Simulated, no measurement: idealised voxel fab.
process module | voxel tone inversion
cross-section cut | 220 nm wide | cells 5 nm
A cross-section is a grid of square cells, given in bands from the top down. A band is one or more rows of cells.
Each band's line starts with the height of the band's top and of its bottom, in nm. Then come its materials from left to right, each with its width in nm. One material with "throughout" fills the band from edge to edge. "air" is empty space.
Height 0 is the level under which the wafer as received is all one material. The lowest band goes on downwards, as in "0 down".
A width such as "30 to 40" changes by the same amount from each row of cells to the next, from the band's top row to its bottom row.
"no change" after a step means that no cell of the cross-section changed.
closed voids: empty space of 8 cells or more with no open way to the top, each as width x height at its distance from the left edge, in nm
after a step's settings: what the simulator itself notes on the step
overlay nm, on a step with a mask: how far to the right of its planned place the mask lay; to the left if negative
plan
1 op RECEIVE | material Si
2 op CONFORMAL_DEP | material SiN | thk nm 10
3 op DIRECTIONAL_DEP | material aC | thk nm 15
4 op PATTERN | tone cover | mask id POSTS | material resist | width nm 15 | pitch nm 45 | thk nm 25 | overlay nm 0
5 op DIRECTIONAL_ETCH | etch materials aC | depth nm 15
6 op STRIP | etch materials resist
7 op FILL_DEP | material lowk | thk nm 10
8 op CMP | height nm 25
9 op STRIP | etch materials aC
as received, after step 1
  0 down: Si throughout
  closed voids: none
a wafer at the end: this start, this plan, one mistake
  15 to 10: lowk 35 | air 15 | lowk 30 | air 15 | lowk 30 | air 15 | lowk 30 | air 15 | lowk 35
  10 to 0: SiN throughout
  0 down: Si throughout
  closed voids: none
what went wrong: step 8 ran as: op CMP | height nm 15
